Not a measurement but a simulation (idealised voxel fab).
The name of this process module is voxel air gaps.
FYI the section here is cut, 240 nm wide, cells are 5 nm squares.
Throughout this document, each cross-section is represented as a grid of square cells and is presented as a sequence of bands enumerated from the top downward, where a band comprises one or more rows of cells.
Within each band entry, the heights of the top and of the bottom of the band appear first, in that order and in nm; the materials of the band then follow from left to right, each with its corresponding width in nm. The designation "everywhere" on a single material indicates that it fills the band from edge to edge; the designation "empty" indicates empty space.
Heights are reckoned from 0. Under this level, the received wafer is all of one material. The bottommost band is open-ended downward, for example "0..down".
Per-row width for "30..40": begins at first number (top row of band), ends at second number (bottom row), increment between rows held constant.
"no modifications" after a step means that no cell of the cross-section changed.
Look at "Closed cavities" for the closed voids: empty spaces with no open path to the top, sized 8 cells or up. Each is width x height at distance, distance from the left edge, all nm.
Step line, after settings: the simulator's comment on this step.
overlay nm: mask right of planned place by this much (step with mask). Neg. = left.

PLANNED STEP LIST FOR THE PROCESS
step 1: RECEIVE (material Si)
step 2: CONFORMAL_DEP (material SiO2; thk nm 10)
step 3: CONFORMAL_DEP (material SiCN; thk nm 5)
step 4: DIRECTIONAL_DEP (material lowk; thk nm 35)
step 5: DIRECTIONAL_DEP (material aC; thk nm 15)
step 6: PATTERN (tone open; mask id LINES; material resist; width nm 25; pitch nm 50; thk nm 35; overlay nm 0)
step 7: DIRECTIONAL_ETCH (etch materials aC; depth nm 15)
step 8: STRIP (etch materials resist)
step 9: DIRECTIONAL_ETCH (etch materials lowk; depth nm 35)
step 10: STRIP (etch materials aC)
step 11: CONFORMAL_DEP (material TiN; thk nm 5)
step 12: FILL_DEP (material Cu; thk nm 10)
step 13: CMP (height nm 50)
step 14: EPI (material Ru; thk nm 10)
step 15: SELECTIVE_ETCH (etch materials lowk; depth nm 45)
step 16: CONFORMAL_DEP (material SiCN; thk nm 5)

CROSS-SECTIONAL VIEW OF THE WAFER IN ITS AS-RECEIVED CONDITION, CORRESPONDING TO THE STATE AFTER STEP 1
- 0..down | Si everywhere
- Closed cavities: none

WAFER CROSS-SECTION AT MODULE END: FIRST OF TWO, RUN TO PLAN
- 65..60 | 15 of empty, then 205 of SiCN, then 20 of empty
- 60..50 | 15 of empty, then 5 of SiCN, then 45 of Ru, then 5 of SiCN, then 45 of Ru, then 5 of SiCN, then 45 of Ru, then 5 of SiCN, then 45 of Ru, then 5 of SiCN, then 20 of empty
- 50..45 | 15 of empty, then 15 of SiCN, then 5 of TiN, then 15 of Cu, then 5 of TiN, then 25 of SiCN, then 5 of TiN, then 15 of Cu, then 5 of TiN, then 25 of SiCN, then 5 of TiN, then 15 of Cu, then 5 of TiN, then 25 of SiCN, then 5 of TiN, then 15 of Cu, then 5 of TiN, then 15 of SiCN, then 20 of empty
- 45..20 | 25 of empty, then 5 of SiCN, then 5 of TiN, then 15 of Cu, then 5 of TiN, then 5 of SiCN, then 15 of empty, then 5 of SiCN, then 5 of TiN, then 15 of Cu, then 5 of TiN, then 5 of SiCN, then 15 of empty, then 5 of SiCN, then 5 of TiN, then 15 of Cu, then 5 of TiN, then 5 of SiCN, then 15 of empty, then 5 of SiCN, then 5 of TiN, then 15 of Cu, then 5 of TiN, then 5 of SiCN, then 30 of empty
- 20..15 | 30 of SiCN, then 25 of TiN, then 25 of SiCN, then 25 of TiN, then 25 of SiCN, then 25 of TiN, then 25 of SiCN, then 25 of TiN, then 35 of SiCN
- 15..10 | SiCN everywhere
- 10..0 | SiO2 everywhere
- 0..down | Si everywhere
- Closed cavities: 15 x 25 at 60; 15 x 25 at 110; 15 x 25 at 160

SECOND WAFER OF THE TWO, SECTIONED AT THE END OF THE MODULE. IT BEGAN LIKE THE FIRST AND FOLLOWED THE SAME PLAN, BUT ONE MISTAKE WAS MADE WHILE RUNNING IT
- 65..60 | 10 of empty, then 215 of SiCN, then 15 of empty
- 60..50 | 10 of empty, then 5 of SiCN, then 205 of Ru, then 5 of SiCN, then 15 of empty
- 50..45 | 10 of empty, then 15 of SiCN, then 5 of TiN, then 25 of Cu, then 5 of TiN, then 15 of lowk, then 5 of TiN, then 25 of Cu, then 5 of TiN, then 15 of lowk, then 5 of TiN, then 25 of Cu, then 5 of TiN, then 15 of lowk, then 5 of TiN, then 25 of Cu, then 5 of TiN, then 15 of SiCN, then 15 of empty
- 45..20 | 20 of empty, then 5 of SiCN, then 5 of TiN, then 25 of Cu, then 5 of TiN, then 15 of lowk, then 5 of TiN, then 25 of Cu, then 5 of TiN, then 15 of lowk, then 5 of TiN, then 25 of Cu, then 5 of TiN, then 15 of lowk, then 5 of TiN, then 25 of Cu, then 5 of TiN, then 5 of SiCN, then 25 of empty
- 20..15 | 25 of SiCN, then 35 of TiN, then 15 of lowk, then 35 of TiN, then 15 of lowk, then 35 of TiN, then 15 of lowk, then 35 of TiN, then 30 of SiCN
- 15..10 | SiCN everywhere
- 10..0 | SiO2 everywhere
- 0..down | Si everywhere
- Closed cavities: none
Heads up, the wafer didn't run the way we planned it: for step 6, the planned setting was not used; the step was instead run as PATTERN (tone open; mask id LINES; material resist; width nm 35; pitch nm 50; thk nm 35; overlay nm 0)
Counted in cells at the end, the second wafer holds more or fewer of these materials than the first: +48 Cu, +10 Ru, -66 SiCN, +8 TiN, +63 lowk
Heads up: the first wafer ends with 3 closed voids, the second with 0.
